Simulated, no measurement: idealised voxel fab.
The document below concerns the process module designated voxel ribs on slabs.
We display cut, a cross-section 155 nm in width whose square cells are each 5 nm.
Cross-section layout: square cells on a grid; listed as bands, top to bottom; a band spans one or more cell rows.
This entry defines a band. It first specifies the height of the band's top and the height of its bottom in nm, and then specifies the band's materials from left to right, stating each material with its width in nm. The word "everywhere" identifies a single material that fills the band from edge to edge, while the word "blank" identifies empty space.
Zero point of the height axis is 0; under it, received wafer = one material. Lowest band: continues down indefinitely, "0 and below".
The width entry "30->40" should be interpreted row by row: the top row of cells in the band takes the first number, the bottom row takes the second number, and the change between adjacent rows is uniform throughout.
The cross-section has no changed cell in any step marked "left unchanged".
"Closed void catalog" - sealed voids, min. 8 cells, no opening to top; format: width x height at distance (distance from left edge; nm throughout).
The remark found on a step's line after its settings is issued by the simulator itself and pertains to that step.
overlay nm: for a step with a mask, the amount by which the mask lay right of where it was planned; a negative amount means left of it.

# plan
step 1: RECEIVE,material Si
step 2: DIRECTIONAL_DEP,material SiO2,thk nm 25
step 3: DIRECTIONAL_DEP,material SiN,thk nm 20
step 4: PATTERN,tone cover,mask id RIB,material resist,width nm 20,thk nm 20,overlay nm -15
step 5: DIRECTIONAL_ETCH,etch materials SiN,depth nm 10
step 6: STRIP,etch materials resist
step 7: MASKED_ETCH,tone cover,mask id SLAB,width nm 60,etch materials SiN,depth nm 10,overlay nm 0
step 8: FILL_DEP,material SiO2,thk nm 25
step 9: CMP,height nm 60
step 10: DIRECTIONAL_DEP,material TiN,thk nm 5
step 11: MASKED_ETCH,tone cover,mask id HEATER,width nm 30,etch materials TiN,depth nm 5,overlay nm 0
step 12: CONFORMAL_DEP,material SiO2,thk nm 5
varied across the wafers: overlay nm of step 4. The plan shows the first wafer's value. All wafers start alike

# first wafer as received, after step 1
	0 and below = Si everywhere
	Closed void catalog: none

# End of module: cross-section of the first of several wafers after step 12, the last step
	70 down to 65 = blank 55, then SiO2 40, then blank 60
	65 down to 60 = SiO2 60, then TiN 30, then SiO2 65
	60 down to 45 = SiO2 everywhere
	45 down to 35 = SiO2 50, then SiN 20, then SiO2 85
	35 down to 25 = SiO2 45, then SiN 60, then SiO2 50
	25 down to 0 = SiO2 everywhere
	0 and below = Si everywhere
	Closed void catalog: none

# Last-wafer cross-section at the end of the module
	70 down to 65 = blank 55, then SiO2 40, then blank 60
	65 down to 60 = SiO2 60, then TiN 30, then SiO2 65
	60 down to 45 = SiO2 everywhere
	45 down to 35 = SiO2 80, then SiN 20, then SiO2 55
	35 down to 25 = SiO2 45, then SiN 60, then SiO2 50
	25 down to 0 = SiO2 everywhere
	0 and below = Si everywhere
	Closed void catalog: none

# Wafer rows, end of module: cells per material gained (+) or lost (-) since receipt; closed voids last
overlay nm -15, +32 SiN, +373 SiO2, +6 TiN, Closed void catalog: none
overlay nm -10, +32 SiN, +373 SiO2, +6 TiN, Closed void catalog: none
overlay nm -5, +32 SiN, +373 SiO2, +6 TiN, Closed void catalog: none
overlay nm 0, +32 SiN, +373 SiO2, +6 TiN, Closed void catalog: none
overlay nm 5, +32 SiN, +373 SiO2, +6 TiN, Closed void catalog: none
overlay nm 10, +32 SiN, +373 SiO2, +6 TiN, Closed void catalog: none
overlay nm 15, +32 SiN, +373 SiO2, +6 TiN, Closed void catalog: none
